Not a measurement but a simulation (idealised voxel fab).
process module | voxel self aligned vias
cross-section cut | 245 nm wide | cells 5 nm
A cross-section is a grid of square cells, given in bands from the top down. A band is one or more rows of cells.
Each band's line starts with the height of the band's top and of its bottom, in nm. Then come its materials from left to right, each with its width in nm. One material with "throughout" fills the band from edge to edge. "air" is empty space.
Height 0 is the level under which the wafer as received is all one material. The lowest band goes on downwards, as in "0 down".
A width such as "30 to 40" changes by the same amount from each row of cells to the next, from the band's top row to its bottom row.
"no change" after a step means that no cell of the cross-section changed.
closed voids: empty space of 8 cells or more with no open way to the top, each as width x height at its distance from the left edge, in nm
after a step's settings: what the simulator itself notes on the step
overlay nm, on a step with a mask: how far to the right of its planned place the mask lay; to the left if negative
plan
1 op RECEIVE | material Si
2 op CONFORMAL_DEP | material SiO2 | thk nm 10
3 op CONFORMAL_DEP | material SiCN | thk nm 5
4 op DIRECTIONAL_DEP | material SiO2 | thk nm 30
5 op PATTERN | tone open | mask id LINES | material resist | width nm 30 | pitch nm 70 | thk nm 15 | overlay nm 0
6 op DIRECTIONAL_ETCH | etch materials SiO2 | depth nm 30
7 op STRIP | etch materials resist
8 op CONFORMAL_DEP | material TiN | thk nm 5
9 op FILL_DEP | material Ru | thk nm 5
10 op CMP | height nm 45
11 op SELECTIVE_ETCH | etch materials W Ru TiN | depth nm 5
12 op FILL_DEP | material SiN | thk nm 5
13 op CMP | height nm 45
14 op DIRECTIONAL_DEP | material SiO2 | thk nm 20
15 op DIRECTIONAL_DEP | material aC | thk nm 15
16 op PATTERN | tone open | mask id VIAS | material resist | width nm 50 | pitch nm 140 | thk nm 35 | overlay nm 0
17 op DIRECTIONAL_ETCH | etch materials aC | depth nm 15
18 op STRIP | etch materials resist
19 op DIRECTIONAL_ETCH | etch materials SiO2 | depth nm 20
20 op DIRECTIONAL_ETCH | etch materials SiN | depth nm 5
21 op STRIP | etch materials aC
22 op CONFORMAL_DEP | material TiN | thk nm 5
23 op FILL_DEP | material W | thk nm 5
24 op CMP | height nm 65
25 op CONFORMAL_DEP | material SiN | thk nm 5
as received, after step 1
  0 down: Si throughout
  closed voids: none
a wafer at the end: this start, this plan, one mistake
  70 to 65: SiN throughout
  65 to 50: SiO2 25 | TiN 5 | W 40 | TiN 5 | SiO2 90 | TiN 5 | W 40 | TiN 5 | SiO2 30
  50 to 45: SiO2 25 | TiN 50 | SiO2 90 | TiN 50 | SiO2 30
  45 to 40: SiN 25 | TiN 10 | SiO2 30 | TiN 10 | SiN 30 | SiO2 30 | SiN 30 | TiN 10 | SiO2 30 | TiN 10 | SiN 30
  40 to 20: Ru 30 | TiN 5 | SiO2 30 | TiN 5 | Ru 30 | TiN 5 | SiO2 30 | TiN 5 | Ru 30 | TiN 5 | SiO2 30 | TiN 5 | Ru 35
  20 to 15: TiN 35 | SiO2 30 | TiN 40 | SiO2 30 | TiN 40 | SiO2 30 | TiN 40
  15 to 10: SiCN throughout
  10 to 0: SiO2 throughout
  0 down: Si throughout
  closed voids: none
what went wrong: step 5 ran as: op PATTERN | tone cover | mask id LINES | material resist | width nm 30 | pitch nm 70 | thk nm 15 | overlay nm 0
